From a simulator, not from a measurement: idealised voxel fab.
Process module name: voxel ribs on slabs
Square cells of 5 nm make up the cross-section cut, whose width is 215 nm.
Cross-section spec: square-cell grid; bands listed top down; each band is one or more rows. Per band: top height and bottom height in nm, followed by the left-to-right materials and their widths in nm; "all across" marks a single material spanning edge to edge, "empty" marks empty space. Where do heights start? At 0: under that level the wafer as delivered is made of one material only. And the lowest band has no floor; it just carries on downward, as in "from 0 down". Width: "30 to 40" (first number = top row, second number = bottom row, same change from row to row of cells). For the purposes of this document, the phrase "nothing was modified" attached to a step denotes that no cell within the cross-section was modified by that step. The entry "Catalogued sealed voids" lists the empty spaces that cover at least 8 cells and have no open path to the top. Each is written as width x height at distance, where the distance is measured from the left edge and all three values are in nm. Past the settings on a step's line: simulator remark, on that step. A step's line can hold "overlay nm"; with a mask on that step, the setting says how far right of the planned place the mask lay, while a negative setting says it lay to the left.
Planned step list for the process:
1) op RECEIVE | material Si
2) op DIRECTIONAL_DEP | material SiO2 | thk nm 25
3) op DIRECTIONAL_DEP | material SiN | thk nm 25
4) op MASKED_ETCH | tone cover | mask id RIB | width nm 30 | etch materials SiN | depth nm 15 | overlay nm 0
5) op DIRECTIONAL_DEP | material aC | thk nm 15
6) op PATTERN | tone cover | mask id SLAB | material resist | width nm 60 | thk nm 35 | overlay nm 0
7) op DIRECTIONAL_ETCH | etch materials aC | depth nm 15
8) op STRIP | etch materials resist
9) op DIRECTIONAL_ETCH | etch materials SiN | depth nm 10
10) op STRIP | etch materials aC
11) op FILL_DEP | material SiO2 | thk nm 25
12) op CMP | height nm 70
13) op DIRECTIONAL_DEP | material W | thk nm 10
14) op PATTERN | tone cover | mask id HEATER | material resist | width nm 40 | thk nm 20 | overlay nm 0
15) op DIRECTIONAL_ETCH | etch materials W | depth nm 10
16) op STRIP | etch materials resist
17) op CONFORMAL_DEP | material SiO2 | thk nm 5
Incoming wafer, cross-sectional view, post step 1:
> from 0 down = Si all across
> Catalogued sealed voids: none
Wafer cross-section at module end: first of two, run to plan:
> from 85 to 80 = empty 80  SiO2 50  empty 85
> from 80 to 75 = empty 80  SiO2 5  W 40  SiO2 5  empty 85
> from 75 to 70 = SiO2 85  W 40  SiO2 90
> from 70 to 50 = SiO2 all across
> from 50 to 35 = SiO2 90  SiN 30  SiO2 95
> from 35 to 25 = SiO2 75  SiN 60  SiO2 80
> from 25 to 0 = SiO2 all across
> from 0 down = Si all across
> Catalogued sealed voids: none
Cross-sectional view: second of two wafers, end of module; start and plan identical to the first, one mistake in running:
> from 85 to 80 = SiO2 90  empty 30  SiO2 95
> from 80 to 75 = W 85  SiO2 5  empty 30  SiO2 5  W 90
> from 75 to 70 = W 85  SiO2 40  W 90
> from 70 to 50 = SiO2 all across
> from 50 to 35 = SiO2 90  SiN 30  SiO2 95
> from 35 to 25 = SiO2 75  SiN 60  SiO2 80
> from 25 to 0 = SiO2 all across
> from 0 down = Si all across
> Catalogued sealed voids: none
Heads up, the wafer didn't run the way we planned it: step 14 changed vs plan, executed as op PATTERN | tone open | mask id HEATER | material resist | width nm 40 | thk nm 20 | overlay nm 0
Heads up, by the end the second wafer has more or fewer cells of some materials compared to the first: +54 W
